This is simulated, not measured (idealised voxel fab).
process module | voxel capacitor over wiring
Cross-section cut: width 280 nm, square cells of 5 nm.
Heads up, the way a cross-section reads in here is a grid of square cells, handed over as bands from the top down, with every band being one or more rows of cells.
Read a band's entry like this: the first values are the height of its top and the height of its bottom in nm, and what follows is the sequence of materials from left to right, each with its width in nm. Note that "air" is empty space, and that a single material marked "everywhere" reaches across the band from edge to edge.
Ref level 0: as-received wafer is one material below here. Bottom band extends down with no lower bound ("top 0, no bottom").
The width entry "30->40" should be interpreted row by row: the top row of cells in the band takes the first number, the bottom row takes the second number, and the change between adjacent rows is uniform throughout.
"changes: none" after a step means that no cell of the cross-section changed.
Empty spaces without an open route to the top, at least 8 cells in extent, make up the entry "Closed void listing"; each is given as width x height at distance, where the distance is measured from the left edge, and all are in nm.
On each step's line, the part that comes after the settings is the simulator's own comment on the step.
If you see "overlay nm" on a step's line and that step has a mask, it's telling you how far right of where it was planned the mask ended up; a negative number means it went left instead.
The remainder of this document consists of a sequence of paired cross-sections. Each pair presents the cross-section prior to one process step together with the cross-section following it, the latter being rendered only as deep as the lowest band that underwent change. The intervening step, together with its settings, is stated beneath each pair. Because the pairs may originate from different runs of this module on the same starting wafer, a given pair is to be read as continuing from the preceding pair only where its entry headed "Before this step" so indicates.

**Before this step**
    top 95, bottom 75  air: 95  resist: 60  air: 125
    top 75, bottom 70  air: 95  TiN: 60  air: 125
    top 70, bottom 65  lowk everywhere
    top 65, bottom 60  TiN everywhere
    top 60, bottom 40  SiO2: 95  Ru: 15  SiO2: 170
    top 40, bottom 35  SiCN: 95  Ru: 15  SiCN: 170
    top 35, bottom 15  lowk: 90  W: 20  lowk: 55  W: 20  lowk: 95
    top 15, bottom 10  lowk: 90  TiN: 20  lowk: 55  TiN: 20  lowk: 95
    top 10, bottom 0  SiO2 everywhere
    top 0, no bottom  Si everywhere
    Closed void listing: none

**Section After Processing**
    top 75, bottom 70  air: 95  TiN: 60  air: 125
    Lower than 70, everything is as it was.
    Closed void listing: none
The step carried out between the cross-section before it and the cross-section after it, both shown above, is STRIP | etch materials resist

Before this step: It is represented by the cross-section appearing after the step of the pair directly above.

**Section After Processing**
    top 90, bottom 75  SiO2 everywhere
    top 75, bottom 70  SiO2: 95  TiN: 60  SiO2: 125
    Lower than 70, everything is as it was.
    Closed void listing: none
The step carried out between the cross-section before it and the cross-section after it, both shown above, is FILL_DEP | material SiO2 | thk nm 15

Before this step: It is represented by the cross-section appearing after the step of the pair directly above.

**Section After Processing**
    top 85, bottom 75  SiO2 everywhere
    Lower than 75, everything is as it was.
    Closed void listing: none
The step carried out between the cross-section before it and the cross-section after it, both shown above, is CMP | height nm 85

Before this step: It is represented by the cross-section appearing after the step of the pair directly above.

**Section After Processing**
    top 85, bottom 75  SiO2: 105  air: 15  SiO2: 160
    Lower than 75, everything is as it was.
    Closed void listing: none
The step carried out between the cross-section before it and the cross-section after it, both shown above, is MASKED_ETCH | tone open | mask id PLUG_2 | width nm 15 | etch materials SiO2 | depth nm 10 | overlay nm 0

Before this step: It is represented by the cross-section appearing after the step of the pair directly above.

**Section After Processing**
    top 90, bottom 85  TiN: 110  air: 5  TiN: 165
    top 85, bottom 80  SiO2: 105  TiN: 5  air: 5  TiN: 5  SiO2: 160
    top 80, bottom 70  SiO2: 105->95  TiN: 15->60  SiO2: 160->125
    Lower than 70, everything is as it was.
    Closed void listing: none
The step carried out between the cross-section before it and the cross-section after it, both shown above, is CONFORMAL_DEP | material TiN | thk nm 5

Before this step: It is represented by the cross-section appearing after the step of the pair directly above.

**Section After Processing**
    top 95, bottom 90  Cu everywhere
    top 90, bottom 85  TiN: 110  Cu: 5  TiN: 165
    top 85, bottom 80  SiO2: 105  TiN: 5  Cu: 5  TiN: 5  SiO2: 160
    Lower than 80, everything is as it was.
    Closed void listing: none
The step carried out between the cross-section before it and the cross-section after it, both shown above, is FILL_DEP | material Cu | thk nm 5

Before this step: It is represented by the cross-section appearing after the step of the pair directly above.

**Section After Processing**
    top 85, bottom 80  SiO2: 105  TiN: 5  Cu: 5  TiN: 5  SiO2: 160
    Lower than 80, everything is as it was.
    Closed void listing: none
The step carried out between the cross-section before it and the cross-section after it, both shown above, is CMP | height nm 85

Before this step: It is represented by the cross-section appearing after the step of the pair directly above.

**Section After Processing**
    top 90, bottom 85  SiCN everywhere
    Lower than 85, everything is as it was.
    Closed void listing: none
The step carried out between the cross-section before it and the cross-section after it, both shown above, is CONFORMAL_DEP | material SiCN | thk nm 5

**Before this step**
    top 75, bottom 60  aC everywhere
    top 60, bottom 40  SiO2 everywhere
    top 40, bottom 35  SiCN everywhere
    top 35, bottom 15  lowk: 90  W: 20  lowk: 55  W: 20  lowk: 95
    top 15, bottom 10  lowk: 90  TiN: 20  lowk: 55  TiN: 20  lowk: 95
    top 10, bottom 0  SiO2 everywhere
    top 0, no bottom  Si everywhere
    Closed void listing: none

**Section After Processing**
    top 110, bottom 75  air: 95  resist: 15  air: 170
    Lower than 75, everything is as it was.
    Closed void listing: none
The step carried out between the cross-section before it and the cross-section after it, both shown above, is PATTERN | tone cover | mask id PLUG_1 | material resist | width nm 15 | thk nm 35 | overlay nm 0

Before this step: It is represented by the cross-section appearing after the step of the pair directly above.

**Section After Processing**
    top 95, bottom 75  air: 95  resist: 15  air: 170
    top 75, bottom 60  air: 95  aC: 15  air: 170
    Lower than 60, everything is as it was.
    Closed void listing: none
The step carried out between the cross-section before it and the cross-section after it, both shown above, is DIRECTIONAL_ETCH | etch materials aC | depth nm 15

Before this step: It is represented by the cross-section appearing after the step of the pair directly above.

**Section After Processing**
    top 75, bottom 60  air: 95  aC: 15  air: 170
    Lower than 60, everything is as it was.
    Closed void listing: none
The step carried out between the cross-section before it and the cross-section after it, both shown above, is STRIP | etch materials resist

Before this step: It is represented by the cross-section appearing after the step of the pair directly above.

**Section After Processing**
    top 75, bottom 60  air: 95  aC: 15  air: 170
    top 60, bottom 40  air: 95  SiO2: 15  air: 170
    Lower than 40, everything is as it was.
    Closed void listing: none
The step carried out between the cross-section before it and the cross-section after it, both shown above, is DIRECTIONAL_ETCH | etch materials SiO2 | depth nm 20

Before this step: It is represented by the cross-section appearing after the step of the pair directly above.

**Section After Processing**
    top 75, bottom 60  air: 95  aC: 15  air: 170
    top 60, bottom 40  air: 95  SiO2: 15  air: 170
    top 40, bottom 35  air: 95  SiCN: 15  air: 170
    Lower than 35, everything is as it was.
    Closed void listing: none
The step carried out between the cross-section before it and the cross-section after it, both shown above, is DIRECTIONAL_ETCH | etch materials SiCN | depth nm 5

Before this step: It is represented by the cross-section appearing after the step of the pair directly above.

**Section After Processing**
    top 60, bottom 40  air: 95  SiO2: 15  air: 170
    Lower than 40, everything is as it was.
    Closed void listing: none
The step carried out between the cross-section before it and the cross-section after it, both shown above, is STRIP | etch materials aC

Before this step: It is represented by the cross-section appearing after the step of the pair directly above.

**Section After Processing**
    top 60, bottom 45  air: 95  SiO2: 15  air: 170
    top 45, bottom 40  air: 80  Ru: 15  SiO2: 15  air: 45  Ru: 40  air: 85
    top 40, bottom 35  air: 80  Ru: 15  SiCN: 15  air: 45  Ru: 40  air: 85
    Lower than 35, everything is as it was.
    Closed void listing: none
The step carried out between the cross-section before it and the cross-section after it, both shown above, is EPI | material Ru | thk nm 10

Before this step: It is represented by the cross-section appearing after the step of the pair directly above.

**Section After Processing**
    top 60, bottom 55  air: 95  SiO2: 15  air: 170
    top 55, bottom 40  air: 70  Ru: 25  SiO2: 15  air: 35  Ru: 60  air: 75
    top 40, bottom 35  air: 70  Ru: 25  SiCN: 15  air: 35  Ru: 60  air: 75
    Lower than 35, everything is as it was.
    Closed void listing: none
The step carried out between the cross-section before it and the cross-section after it, both shown above, is EPI | material Ru | thk nm 10

Before this step: It is represented by the cross-section appearing after the step of the pair directly above.

**Section After Processing**
    top 60, bottom 40  air: 65  Ru: 30  SiO2: 15  air: 30  Ru: 70  air: 70
    top 40, bottom 35  air: 65  Ru: 30  SiCN: 15  air: 30  Ru: 70  air: 70
    Lower than 35, everything is as it was.
    Closed void listing: none
The step carried out between the cross-section before it and the cross-section after it, both shown above, is EPI | material Ru | thk nm 5

Before this step: It is represented by the cross-section appearing after the step of the pair directly above.

**Section After Processing**
    top 65, bottom 60  air: 65  TiN: 45  air: 30  TiN: 70  air: 70
    top 60, bottom 40  air: 65  Ru: 30  SiO2: 15  air: 30  Ru: 70  air: 70
    top 40, bottom 35  TiN: 65  Ru: 30  SiCN: 15  TiN: 30  Ru: 70  TiN: 70
    Lower than 35, everything is as it was.
    Closed void listing: none
The step carried out between the cross-section before it and the cross-section after it, both shown above, is DIRECTIONAL_DEP | material TiN | thk nm 5

Before this step: It is represented by the cross-section appearing after the step of the pair directly above.

**Section After Processing**
    top 70, bottom 65  air: 65  SiN: 45  air: 30  SiN: 70  air: 70
    top 65, bottom 60  air: 65  TiN: 45  air: 30  TiN: 70  air: 70
    top 60, bottom 45  air: 65  Ru: 30  SiO2: 15  air: 30  Ru: 70  air: 70
    top 45, bottom 40  SiN: 65  Ru: 30  SiO2: 15  SiN: 30  Ru: 70  SiN: 70
    Lower than 40, everything is as it was.
    Closed void listing: none
The step carried out between the cross-section before it and the cross-section after it, both shown above, is DIRECTIONAL_DEP | material SiN | thk nm 5

Before this step: It is represented by the cross-section appearing after the step of the pair directly above.

**Section After Processing**
    top 75, bottom 70  air: 65  TiN: 45  air: 30  TiN: 70  air: 70
    top 70, bottom 65  air: 65  SiN: 45  air: 30  SiN: 70  air: 70
    top 65, bottom 60  air: 65  TiN: 45  air: 30  TiN: 70  air: 70
    top 60, bottom 50  air: 65  Ru: 30  SiO2: 15  air: 30  Ru: 70  air: 70
    top 50, bottom 45  TiN: 65  Ru: 30  SiO2: 15  TiN: 30  Ru: 70  TiN: 70
    Lower than 45, everything is as it was.
    Closed void listing: none
The step carried out between the cross-section before it and the cross-section after it, both shown above, is DIRECTIONAL_DEP | material TiN | thk nm 5

Before this step: It is represented by the cross-section appearing after the step of the pair directly above.

**Section After Processing**
    top 95, bottom 75  air: 95  resist: 60  air: 125
    top 75, bottom 70  air: 65  TiN: 45  resist: 30  TiN: 70  air: 70
    top 70, bottom 65  air: 65  SiN: 45  resist: 30  SiN: 70  air: 70
    top 65, bottom 60  air: 65  TiN: 45  resist: 30  TiN: 70  air: 70
    top 60, bottom 50  air: 65  Ru: 30  SiO2: 15  resist: 30  Ru: 70  air: 70
    Lower than 50, everything is as it was.
    Closed void listing: none
The step carried out between the cross-section before it and the cross-section after it, both shown above, is PATTERN | tone cover | mask id UPPER_PLATE | material resist | width nm 60 | thk nm 20 | overlay nm 0

Before this step: It is represented by the cross-section appearing after the step of the pair directly above.

**Section After Processing**
    top 95, bottom 75  air: 95  resist: 60  air: 125
    top 75, bottom 70  air: 95  TiN: 15  resist: 30  TiN: 15  air: 125
    top 70, bottom 65  air: 65  SiN: 45  resist: 30  SiN: 70  air: 70
    top 65, bottom 60  air: 65  TiN: 45  resist: 30  TiN: 70  air: 70
    top 60, bottom 50  air: 65  Ru: 30  SiO2: 15  resist: 30  Ru: 70  air: 70
    top 50, bottom 45  air: 65  Ru: 30  SiO2: 15  TiN: 30  Ru: 70  air: 70
    Lower than 45, everything is as it was.
    Closed void listing: none
The step carried out between the cross-section before it and the cross-section after it, both shown above, is DIRECTIONAL_ETCH | etch materials TiN | depth nm 5

Before this step: It is represented by the cross-section appearing after the step of the pair directly above.

**Section After Processing**
    top 95, bottom 75  air: 95  resist: 60  air: 125
    top 75, bottom 70  air: 95  TiN: 15  resist: 30  TiN: 15  air: 125
    top 70, bottom 65  air: 95  SiN: 15  resist: 30  SiN: 15  air: 125
    top 65, bottom 60  air: 65  TiN: 45  resist: 30  TiN: 70  air: 70
    top 60, bottom 50  air: 65  Ru: 30  SiO2: 15  resist: 30  Ru: 70  air: 70
    top 50, bottom 45  air: 65  Ru: 30  SiO2: 15  TiN: 30  Ru: 70  air: 70
    top 45, bottom 40  air: 65  Ru: 30  SiO2: 15  SiN: 30  Ru: 70  air: 70
    Lower than 40, everything is as it was.
    Closed void listing: none
The step carried out between the cross-section before it and the cross-section after it, both shown above, is DIRECTIONAL_ETCH | etch materials SiN | depth nm 5

Before this step: It is represented by the cross-section appearing after the step of the pair directly above.

**Section After Processing**
    top 75, bottom 70  air: 95  TiN: 15  air: 30  TiN: 15  air: 125
    top 70, bottom 65  air: 95  SiN: 15  air: 30  SiN: 15  air: 125
    top 65, bottom 60  air: 65  TiN: 45  air: 30  TiN: 70  air: 70
    top 60, bottom 50  air: 65  Ru: 30  SiO2: 15  air: 30  Ru: 70  air: 70
    Lower than 50, everything is as it was.
    Closed void listing: none
The step carried out between the cross-section before it and the cross-section after it, both shown above, is STRIP | etch materials resist

Before this step: It is represented by the cross-section appearing after the step of the pair directly above.

**Section After Processing**
    top 75, bottom 70  air: 95  TiN: 15  air: 30  TiN: 15  air: 125
    top 70, bottom 65  air: 95  SiN: 15  air: 30  SiN: 15  air: 125
    top 65, bottom 60  air: 90  TiN: 20  air: 30  TiN: 20  air: 120
    top 60, bottom 50  air: 65  Ru: 30  SiO2: 15  air: 30  Ru: 70  air: 70
    top 50, bottom 45  air: 65  Ru: 30  SiO2: 15  TiN: 30  Ru: 70  air: 70
    top 45, bottom 40  air: 65  Ru: 30  SiO2: 15  SiN: 30  Ru: 70  air: 70
    top 40, bottom 35  air: 65  Ru: 30  SiCN: 15  TiN: 30  Ru: 70  air: 70
    Lower than 35, everything is as it was.
    Closed void listing: none
The step carried out between the cross-section before it and the cross-section after it, both shown above, is MASKED_ETCH | tone cover | mask id LOWER_PLATE | width nm 70 | etch materials TiN | depth nm 5 | overlay nm 0

Before this step: It is represented by the cross-section appearing after the step of the pair directly above.

**Section After Processing**
    top 90, bottom 75  SiO2 everywhere
    top 75, bottom 70  SiO2: 95  TiN: 15  SiO2: 30  TiN: 15  SiO2: 125
    top 70, bottom 65  SiO2: 95  SiN: 15  SiO2: 30  SiN: 15  SiO2: 125
    top 65, bottom 60  SiO2: 90  TiN: 20  SiO2: 30  TiN: 20  SiO2: 120
    top 60, bottom 50  SiO2: 65  Ru: 30  SiO2: 45  Ru: 70  SiO2: 70
    top 50, bottom 45  SiO2: 65  Ru: 30  SiO2: 15  TiN: 30  Ru: 70  SiO2: 70
    top 45, bottom 40  SiO2: 65  Ru: 30  SiO2: 15  SiN: 30  Ru: 70  SiO2: 70
    top 40, bottom 35  SiO2: 65  Ru: 30  SiCN: 15  TiN: 30  Ru: 70  SiO2: 70
    Lower than 35, everything is as it was.
    Closed void listing: none
The step carried out between the cross-section before it and the cross-section after it, both shown above, is FILL_DEP | material SiO2 | thk nm 15

Before this step: It is represented by the cross-section appearing after the step of the pair directly above.

**Section After Processing**
    top 85, bottom 75  SiO2 everywhere
    Lower than 75, everything is as it was.
    Closed void listing: none
The step carried out between the cross-section before it and the cross-section after it, both shown above, is CMP | height nm 85

Before this step: It is represented by the cross-section appearing after the step of the pair directly above.

**Section After Processing**
    top 85, bottom 75  SiO2: 105  air: 15  SiO2: 160
    Lower than 75, everything is as it was.
    Closed void listing: none
The step carried out between the cross-section before it and the cross-section after it, both shown above, is MASKED_ETCH | tone open | mask id PLUG_2 | width nm 15 | etch materials SiO2 | depth nm 10 | overlay nm 0

Before this step: It is represented by the cross-section appearing after the step of the pair directly above.

**Section After Processing**
    top 90, bottom 85  TiN: 110  air: 5  TiN: 165
    top 85, bottom 80  SiO2: 105  TiN: 5  air: 5  TiN: 5  SiO2: 160
    top 80, bottom 75  SiO2: 105  TiN: 15  SiO2: 160
    Lower than 75, everything is as it was.
    Closed void listing: none
The step carried out between the cross-section before it and the cross-section after it, both shown above, is CONFORMAL_DEP | material TiN | thk nm 5

Before this step: It is represented by the cross-section appearing after the step of the pair directly above.

**Section After Processing**
    top 95, bottom 90  Cu everywhere
    top 90, bottom 85  TiN: 110  Cu: 5  TiN: 165
    top 85, bottom 80  SiO2: 105  TiN: 5  Cu: 5  TiN: 5  SiO2: 160
    Lower than 80, everything is as it was.
    Closed void listing: none
The step carried out between the cross-section before it and the cross-section after it, both shown above, is FILL_DEP | material Cu | thk nm 5

Before this step: It is represented by the cross-section appearing after the step of the pair directly above.

**Section After Processing**
    top 85, bottom 80  SiO2: 105  TiN: 5  Cu: 5  TiN: 5  SiO2: 160
    Lower than 80, everything is as it was.
    Closed void listing: none
The step carried out between the cross-section before it and the cross-section after it, both shown above, is CMP | height nm 85

Before this step: It is represented by the cross-section appearing after the step of the pair directly above.

**Section After Processing**
    top 90, bottom 85  SiCN everywhere
    Lower than 85, everything is as it was.
    Closed void listing: none
The step carried out between the cross-section before it and the cross-section after it, both shown above, is CONFORMAL_DEP | material SiCN | thk nm 5
